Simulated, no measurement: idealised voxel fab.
Name of the process module below: voxel wiring stack
Square cell edge 5 nm, section width 290 nm, ID cut.
Cross-section spec: square-cell grid; bands listed top down; each band is one or more rows. Basically the band line says how high the top is and how high the bottom is, in nm, and then what's in it from left to right, every material with its width in nm. Empty space shows up as "blank", and if a single material carries "edge to edge" it runs the full band edge to edge. Height reference: 0 = level under which incoming wafer is all one material. Lowest band: no bottom, runs on downward, e.g. "0..down". Top row gets the first number, bottom row gets the second, and each row in between changes by the same step: that is how a band width like "30 to 40" works. No cell of the cross-section changed in a step that is given as "remained the same". "Voids, enclosed" contains a list of empty spaces, each no smaller than 8 cells and without an open way to the top, written in the form width x height at distance with the distance from the left edge and all three in nm. On each step's line, the part that comes after the settings is the simulator's own comment on the step. Steps that use a mask can have "overlay nm" on their line. It says how far the mask sat to the right of where it was meant to be. Negative means to the left.

## Steps planned for the process
step 1: RECEIVE [material Si]
step 2: CONFORMAL_DEP [material SiO2] [thk nm 15]
step 3: DIRECTIONAL_DEP [material TiN] [thk nm 5]
step 4: DIRECTIONAL_DEP [material W] [thk nm 20]
step 5: DIRECTIONAL_DEP [material aC] [thk nm 10]
step 6: PATTERN [tone cover] [mask id METAL_1] [material resist] [width nm 30] [pitch nm 60] [thk nm 25] [overlay nm 0]
step 7: DIRECTIONAL_ETCH [etch materials aC] [depth nm 10]
step 8: STRIP [etch materials resist]
step 9: DIRECTIONAL_ETCH [etch materials W] [depth nm 20]
step 10: DIRECTIONAL_ETCH [etch materials TiN] [depth nm 5]
step 11: STRIP [etch materials aC]
step 12: FILL_DEP [material SiO2] [thk nm 5]
step 13: CMP [height nm 40]
step 14: CONFORMAL_DEP [material SiCN] [thk nm 5]
step 15: DIRECTIONAL_DEP [material lowk] [thk nm 30]
step 16: PATTERN [tone open] [mask id METAL_2_HOLES] [material resist] [width nm 15] [pitch nm 120] [thk nm 15] [overlay nm 0]
step 17: DIRECTIONAL_ETCH [etch materials lowk] [depth nm 30]
step 18: STRIP [etch materials resist]
step 19: PATTERN [tone open] [mask id METAL_2] [material resist] [width nm 30] [pitch nm 60] [thk nm 20] [overlay nm 0]
step 20: DIRECTIONAL_ETCH [etch materials lowk] [depth nm 20]
step 21: DIRECTIONAL_ETCH [etch materials SiCN] [depth nm 5]
step 22: STRIP [etch materials resist]
step 23: CONFORMAL_DEP [material TiN] [thk nm 5]
step 24: FILL_DEP [material Cu] [thk nm 10]
step 25: CMP [height nm 75]
step 26: CONFORMAL_DEP [material SiCN] [thk nm 5]
step 27: DIRECTIONAL_DEP [material SiO2] [thk nm 15]
step 28: PATTERN [tone open] [mask id PLUG_2] [material resist] [width nm 15] [pitch nm 60] [thk nm 15] [overlay nm 0]
step 29: DIRECTIONAL_ETCH [etch materials SiO2] [depth nm 15]
step 30: DIRECTIONAL_ETCH [etch materials SiCN] [depth nm 5]
step 31: STRIP [etch materials resist]
step 32: EPI [material Ru] [thk nm 10]
step 33: EPI [material Ru] [thk nm 10]
step 34: DIRECTIONAL_DEP [material TiN] [thk nm 5]
step 35: DIRECTIONAL_DEP [material W] [thk nm 20]
step 36: DIRECTIONAL_DEP [material aC] [thk nm 10]
step 37: PATTERN [tone cover] [mask id METAL_3] [material resist] [width nm 30] [pitch nm 60] [thk nm 25] [overlay nm 0]
step 38: DIRECTIONAL_ETCH [etch materials aC] [depth nm 10]
step 39: STRIP [etch materials resist]
step 40: DIRECTIONAL_ETCH [etch materials W] [depth nm 20]
step 41: DIRECTIONAL_ETCH [etch materials TiN] [depth nm 5]
step 42: STRIP [etch materials aC]
step 43: FILL_DEP [material lowk] [thk nm 5]
step 44: CMP [height nm 120]
step 45: CONFORMAL_DEP [material SiCN] [thk nm 5]

## Wafer cross-section on receipt, i.e. after step 1
- 0..down = Si edge to edge
- Voids, enclosed: none

## Here's the cross-section of the first of our two wafers at the end of the module - it ran as planned
- 125..120 = SiCN edge to edge
- 120..100 = 70 lowk | 30 W | 30 lowk | 30 W | 30 lowk | 30 W | 70 lowk
- 100..95 = 70 lowk | 30 TiN | 30 lowk | 30 TiN | 30 lowk | 30 TiN | 70 lowk
- 95..80 = 70 SiO2 | 15 Ru | 45 SiO2 | 15 Ru | 45 SiO2 | 15 Ru | 85 SiO2
- 80..75 = 70 SiCN | 15 Ru | 45 SiCN | 15 Ru | 45 SiCN | 15 Ru | 85 SiCN
- 75..60 = 70 lowk | 5 TiN | 20 Cu | 5 TiN | 30 lowk | 5 TiN | 20 Cu | 5 TiN | 30 lowk | 5 TiN | 20 Cu | 5 TiN | 70 lowk
- 60..55 = 70 lowk | 5 TiN | 5 Cu | 20 TiN | 30 lowk | 30 TiN | 30 lowk | 5 TiN | 5 Cu | 20 TiN | 70 lowk
- 55..45 = 70 lowk | 5 TiN | 5 Cu | 5 TiN | 105 lowk | 5 TiN | 5 Cu | 5 TiN | 85 lowk
- 45..40 = 70 SiCN | 15 TiN | 105 SiCN | 15 TiN | 85 SiCN
- 40..20 = 70 SiO2 | 30 W | 30 SiO2 | 30 W | 30 SiO2 | 30 W | 70 SiO2
- 20..15 = 70 SiO2 | 30 TiN | 30 SiO2 | 30 TiN | 30 SiO2 | 30 TiN | 70 SiO2
- 15..0 = SiO2 edge to edge
- 0..down = Si edge to edge
- Voids, enclosed: none

## Second wafer cross-section at end of module - shared start and plan with the first, one mistake in the run
- 125..120 = SiCN edge to edge
- 120..100 = 70 lowk | 30 W | 30 lowk | 30 W | 30 lowk | 30 W | 70 lowk
- 100..95 = 70 lowk | 30 TiN | 30 lowk | 30 TiN | 30 lowk | 30 TiN | 70 lowk
- 95..80 = 70 SiO2 | 15 Ru | 45 SiO2 | 15 Ru | 45 SiO2 | 15 Ru | 85 SiO2
- 80..75 = 70 SiCN | 15 Ru | 45 SiCN | 15 Ru | 45 SiCN | 15 Ru | 85 SiCN
- 75..60 = 70 lowk | 5 TiN | 20 Cu | 5 TiN | 30 lowk | 5 TiN | 20 Cu | 5 TiN | 30 lowk | 5 TiN | 20 Cu | 5 TiN | 70 lowk
- 60..55 = 70 lowk | 5 TiN | 5 Cu | 20 TiN | 30 lowk | 30 TiN | 30 lowk | 5 TiN | 5 Cu | 20 TiN | 70 lowk
- 55..45 = 70 lowk | 5 TiN | 5 Cu | 5 TiN | 105 lowk | 5 TiN | 5 Cu | 5 TiN | 85 lowk
- 45..40 = 70 SiCN | 15 TiN | 105 SiCN | 15 TiN | 85 SiCN
- 40..35 = SiO2 edge to edge
- 35..15 = 70 SiO2 | 30 W | 30 SiO2 | 30 W | 30 SiO2 | 30 W | 70 SiO2
- 15..0 = SiO2 edge to edge
- 0..down = Si edge to edge
- Voids, enclosed: none
Against the plan, the run slipped here: the plan's step 3 was left out and never carried out
Once processing is complete, comparing cell counts shows that the second wafer has more or fewer of certain materials than the first: SiO2: 18 more, TiN: 18 fewer
